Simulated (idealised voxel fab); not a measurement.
The name of this process module is voxel self aligned contacts.
Square cells of 5 nm make up the cross-section cut, whose width is 235 nm.
Cross-section, as written here: a square-cell grid given band by band from the top down, where a band holds one or more rows of cells. In this notation a band is specified by the heights of its top and bottom, in that order and in nm, after which its materials appear from left to right, each paired with its width in nm. The word "throughout" attached to a single material means that material fills the band from edge to edge; the word "empty" stands for empty space. Measure heights from 0. That's the level where, below it, the as-received wafer is all one material. The lowest band is bottomless and extends downward; write it as in "top 0, no bottom". With a width like "30 to 40", each row of cells in the band differs from the next by the same amount, the top row carrying the first number and the bottom row the second. Given "remained unchanged" for a step, no cell of the cross-section differs between before and after that step. For the entry "Closed empty spaces", the listed items are empty spaces with no open way to the top whose size is 8 cells or more; each item follows the pattern width x height at distance, where distance is from the left edge and all three are in nm. after a step's settings: what the simulator itself notes on the step. For masked steps, "overlay nm" on the step line gives how far right of plan the mask actually lay; a minus sign means it lay to the left.

These are the steps we planned for the process
| 1 | op RECEIVE | material Si |
| 2 | op CONFORMAL_DEP | material SiO2 | thk nm 5 |
| 3 | op DIRECTIONAL_DEP | material polySi | thk nm 25 |
| 4 | op DIRECTIONAL_DEP | material SiN | thk nm 15 |
| 5 | op PATTERN | tone cover | mask id GATE | material resist | width nm 25 | pitch nm 50 | thk nm 20 | overlay nm 0 |
| 6 | op DIRECTIONAL_ETCH | etch materials SiN | depth nm 15 |
| 7 | op DIRECTIONAL_ETCH | etch materials polySi | depth nm 30 |
| 8 | op STRIP | etch materials resist |
| 9 | op CONFORMAL_DEP | material SiN | thk nm 5 |
| 10 | op DIRECTIONAL_ETCH | etch materials SiN | depth nm 5 |
| 11 | op FILL_DEP | material SiO2 | thk nm 15 |
| 12 | op CMP | height nm 60 |
| 13 | op PATTERN | tone open | mask id CONTACT | material resist | width nm 35 | pitch nm 50 | thk nm 15 | overlay nm 0 |
| 14 | op DIRECTIONAL_ETCH | etch materials SiO2 | depth nm 60 |
| 15 | op STRIP | etch materials resist |
| 16 | op CONFORMAL_DEP | material TiN | thk nm 5 |
| 17 | op FILL_DEP | material Ru | thk nm 10 |
| 18 | op CMP | height nm 60 |
| 19 | op CONFORMAL_DEP | material SiCN | thk nm 5 |
The plan shows the thk nm of step 3 as the first wafer had it; this setting differs between the wafers, which start out alike.

Cross-section of the first of several wafers as received (after step 1)
* top 0, no bottom  Si throughout
* Closed empty spaces: none

The table below has one row for each wafer; a row shows, as of the end of the module, how many cells of each material the wafer has gained, marked (+), or lost, marked (-), since it was received, and then the wafer's closed voids
thk nm 25 | +38 Ru | +47 SiCN | +93 SiN | +300 SiO2 | +58 TiN | +75 polySi | Closed empty spaces: none
thk nm 30 | +30 Ru | +47 SiCN | +99 SiN | +287 SiO2 | +58 TiN | +90 polySi | Closed empty spaces: none
thk nm 35 | +18 Ru | +47 SiCN | +99 SiN | +260 SiO2 | +50 TiN | +137 polySi | Closed empty spaces: none
thk nm 40 | +16 Ru | +47 SiCN | +99 SiN | +227 SiO2 | +38 TiN | +184 polySi | Closed empty spaces: none
thk nm 45 | +14 Ru | +47 SiCN | +78 SiN | +207 SiO2 | +34 TiN | +231 polySi | Closed empty spaces: none
